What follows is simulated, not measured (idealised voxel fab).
process module | voxel air gaps
cross-section cut | 175 nm wide | cells 5 nm
A cross-section is a grid of square cells, given in bands from the top down. A band is one or more rows of cells.
Each band's line starts with the height of the band's top and of its bottom, in nm. Then come its materials from left to right, each with its width in nm. One material with "throughout" fills the band from edge to edge. "air" is empty space.
Height 0 is the level under which the wafer as received is all one material. The lowest band goes on downwards, as in "0 down".
A width such as "30 to 40" changes by the same amount from each row of cells to the next, from the band's top row to its bottom row.
"no change" after a step means that no cell of the cross-section changed.
closed voids: empty space of 8 cells or more with no open way to the top, each as width x height at its distance from the left edge, in nm
after a step's settings: what the simulator itself notes on the step
overlay nm, on a step with a mask: how far to the right of its planned place the mask lay; to the left if negative
plan
1 op RECEIVE | material Si
2 op CONFORMAL_DEP | material SiO2 | thk nm 15
3 op CONFORMAL_DEP | material SiCN | thk nm 5
4 op DIRECTIONAL_DEP | material lowk | thk nm 35
5 op DIRECTIONAL_DEP | material aC | thk nm 15
6 op PATTERN | tone open | mask id LINES | material resist | width nm 25 | pitch nm 50 | thk nm 30 | overlay nm 0
7 op DIRECTIONAL_ETCH | etch materials aC | depth nm 15
8 op STRIP | etch materials resist
9 op DIRECTIONAL_ETCH | etch materials lowk | depth nm 35
10 op STRIP | etch materials aC
11 op CONFORMAL_DEP | material TiN | thk nm 5
12 op FILL_DEP | material Cu | thk nm 5
13 op CMP | height nm 55
14 op EPI | material Ru | thk nm 10
15 op SELECTIVE_ETCH | etch materials lowk | depth nm 45
16 op CONFORMAL_DEP | material SiCN | thk nm 5
as received, after step 1
  0 down: Si throughout
  closed voids: none
a wafer at the end: this start, this plan, one mistake
  70 to 65: air 15 | SiCN 155 | air 5
  65 to 55: air 15 | SiCN 5 | Ru 45 | SiCN 5 | Ru 45 | SiCN 5 | Ru 45 | SiCN 5 | air 5
  55 to 50: air 15 | SiCN 15 | TiN 5 | Cu 15 | TiN 5 | SiCN 25 | TiN 5 | Cu 15 | TiN 5 | SiCN 25 | TiN 5 | Cu 15 | TiN 5 | SiCN 15 | air 5
  50 to 25: air 25 | SiCN 5 | TiN 5 | Cu 15 | TiN 5 | SiCN 5 | air 15 | SiCN 5 | TiN 5 | Cu 15 | TiN 5 | SiCN 5 | air 15 | SiCN 5 | TiN 5 | Cu 15 | TiN 5 | SiCN 5 | air 15
  25 to 20: SiCN 30 | TiN 25 | SiCN 25 | TiN 25 | SiCN 25 | TiN 25 | SiCN 20
  20 to 15: SiCN throughout
  15 to 0: SiO2 throughout
  0 down: Si throughout
  closed voids: 15 x 25 at 60; 15 x 25 at 110
what went wrong: step 6 ran as: op PATTERN | tone open | mask id LINES | material resist | width nm 25 | pitch nm 50 | thk nm 30 | overlay nm 5
